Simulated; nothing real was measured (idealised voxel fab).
A process module follows: voxel double patterning.
The cross-section shown here is cut; it is 190 nm wide and divided into square cells measuring 5 nm on a side.
If you're reading a cross-section in this doc, picture square cells in a grid; it comes to you as bands, top ones listed first down to the bottom, and a band can be one or more rows of cells.
Heads up on the band format: heights come first, top then bottom, in nm. After that it's the materials left to right, each with its width in nm. A single material flagged "edge to edge" fills the whole band edge to edge, and "blank" means there's empty space there.
Measure heights from 0. That's the level where, below it, the as-received wafer is all one material. The lowest band is bottomless and extends downward; write it as in "0 down".
It should be noted that a width expressed as "30 to 40" varies in equal increments from row to row of cells within the band, taking the value of the first number at the top row and that of the second number at the bottom row.
"everything unchanged", as given for a step, is the statement that not any cell of the cross-section underwent a change during that step.
"Closed void list" enumerates empty spaces isolated from the top, with no open way to it, that contain at least 8 cells, giving each as width x height at distance from the left edge, all three in nm.
Heads up: the bit after the settings on a step's line is the simulator's remark on that step.
A step's line can hold "overlay nm"; with a mask on that step, the setting says how far right of the planned place the mask lay, while a negative setting says it lay to the left.
# Process steps (planned)
1) RECEIVE,material Si
2) CONFORMAL_DEP,material SiO2,thk nm 5
3) DIRECTIONAL_DEP,material W,thk nm 10
4) DIRECTIONAL_DEP,material SiN,thk nm 5
5) DIRECTIONAL_DEP,material aC,thk nm 15
6) PATTERN,tone open,mask id FIRST,material resist,width nm 15,pitch nm 50,thk nm 30,overlay nm 0
7) DIRECTIONAL_ETCH,etch materials aC,depth nm 15
8) STRIP,etch materials resist
9) DIRECTIONAL_ETCH,etch materials SiN,depth nm 5
10) STRIP,etch materials aC
11) PATTERN,tone open,mask id SECOND,material resist,width nm 15,pitch nm 50,thk nm 20,overlay nm 0
12) DIRECTIONAL_ETCH,etch materials SiN,depth nm 5
13) STRIP,etch materials resist
14) DIRECTIONAL_ETCH,etch materials W,depth nm 10
15) STRIP,etch materials SiN
# This is the cross-section of the wafer as we received it, i.e. after step 1
0 down  Si edge to edge
Closed void list: none
# End-of-module XS, first of two wafers, run as planned
15 to 5  W=35; blank=15; W=10; blank=15; W=10; blank=15; W=10; blank=15; W=10; blank=15; W=40
5 to 0  SiO2 edge to edge
0 down  Si edge to edge
Closed void list: none
# Wafer two, end of module, cross-section. Same start, same plan as wafer one. One mistake in the run
15 to 10  SiO2 edge to edge
10 to 0  W edge to edge
0 down  Si edge to edge
Closed void list: none
Here's what went sideways: steps 2 and 3 were swapped
Materials where the second wafer ends with more or fewer cells than the first: +30 W
